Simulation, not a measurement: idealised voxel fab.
process module | voxel wiring stack
cross-section cut | 205 nm wide | cells 5 nm
A cross-section is a grid of square cells, given in bands from the top down. A band is one or more rows of cells.
Each band's line starts with the height of the band's top and of its bottom, in nm. Then come its materials from left to right, each with its width in nm. One material with "throughout" fills the band from edge to edge. "air" is empty space.
Height 0 is the level under which the wafer as received is all one material. The lowest band goes on downwards, as in "0 down".
A width such as "30 to 40" changes by the same amount from each row of cells to the next, from the band's top row to its bottom row.
"no change" after a step means that no cell of the cross-section changed.
closed voids: empty space of 8 cells or more with no open way to the top, each as width x height at its distance from the left edge, in nm
after a step's settings: what the simulator itself notes on the step
overlay nm, on a step with a mask: how far to the right of its planned place the mask lay; to the left if negative
plan
1 op RECEIVE | material Si
2 op CONFORMAL_DEP | material SiO2 | thk nm 10
3 op DIRECTIONAL_DEP | material TiN | thk nm 5
4 op DIRECTIONAL_DEP | material W | thk nm 20
5 op DIRECTIONAL_DEP | material aC | thk nm 15
6 op PATTERN | tone cover | mask id METAL_1 | material resist | width nm 30 | pitch nm 50 | thk nm 35 | overlay nm 0
7 op DIRECTIONAL_ETCH | etch materials aC | depth nm 15
8 op STRIP | etch materials resist
9 op DIRECTIONAL_ETCH | etch materials W | depth nm 20
10 op DIRECTIONAL_ETCH | etch materials TiN | depth nm 5
11 op STRIP | etch materials aC
12 op FILL_DEP | material lowk | thk nm 5
13 op CMP | height nm 35
14 op CONFORMAL_DEP | material SiCN | thk nm 5
15 op DIRECTIONAL_DEP | material lowk | thk nm 25
16 op MASKED_ETCH | tone open | mask id METAL_2_HOLES | width nm 15 | pitch nm 50 | etch materials lowk | depth nm 25 | overlay nm 0
17 op MASKED_ETCH | tone open | mask id METAL_2 | width nm 30 | pitch nm 50 | etch materials lowk | depth nm 15 | overlay nm 0
18 op MASKED_ETCH | tone open | mask id METAL_2 | width nm 30 | pitch nm 50 | etch materials SiCN | depth nm 5 | overlay nm 0
19 op CONFORMAL_DEP | material TiN | thk nm 5
20 op FILL_DEP | material Cu | thk nm 5
21 op CMP | height nm 65
22 op CONFORMAL_DEP | material SiN | thk nm 5
as received, after step 1
  0 down: Si throughout
  closed voids: none
first wafer at the end, as planned
  70 to 65: SiN throughout
  65 to 55: lowk 60 | TiN 5 | Cu 20 | TiN 5 | lowk 20 | TiN 5 | Cu 20 | TiN 5 | lowk 65
  55 to 50: lowk 60 | TiN 5 | Cu 5 | TiN 20 | lowk 20 | TiN 5 | Cu 5 | TiN 20 | lowk 65
  50 to 40: lowk 60 | TiN 5 | Cu 5 | TiN 5 | lowk 35 | TiN 5 | Cu 5 | TiN 5 | lowk 80
  40 to 35: SiCN 60 | TiN 15 | SiCN 35 | TiN 15 | SiCN 80
  35 to 15: lowk 60 | W 30 | lowk 20 | W 30 | lowk 65
  15 to 10: lowk 60 | TiN 30 | lowk 20 | TiN 30 | lowk 65
  10 to 0: SiO2 throughout
  0 down: Si throughout
  closed voids: none
second wafer at the end: like start, like plan, one mistake
  70 to 65: SiN throughout
  65 to 55: lowk 60 | TiN 5 | Cu 15 | TiN 5 | lowk 25 | TiN 5 | Cu 15 | TiN 5 | lowk 70
  55 to 50: lowk 60 | TiN 5 | Cu 5 | TiN 15 | lowk 25 | TiN 5 | Cu 5 | TiN 15 | lowk 70
  50 to 40: lowk 60 | TiN 5 | Cu 5 | TiN 5 | lowk 35 | TiN 5 | Cu 5 | TiN 5 | lowk 80
  40 to 35: SiCN 60 | TiN 15 | SiCN 35 | TiN 15 | SiCN 80
  35 to 15: lowk 60 | W 30 | lowk 20 | W 30 | lowk 65
  15 to 10: lowk 60 | TiN 30 | lowk 20 | TiN 30 | lowk 65
  10 to 0: SiO2 throughout
  0 down: Si throughout
  closed voids: none
what went wrong: step 17 ran as: op MASKED_ETCH | tone open | mask id METAL_2 | width nm 20 | pitch nm 50 | etch materials lowk | depth nm 15 | overlay nm 0
at the end the second wafer has, in cells: 4 fewer of Cu | 2 fewer of TiN | 6 more of lowk
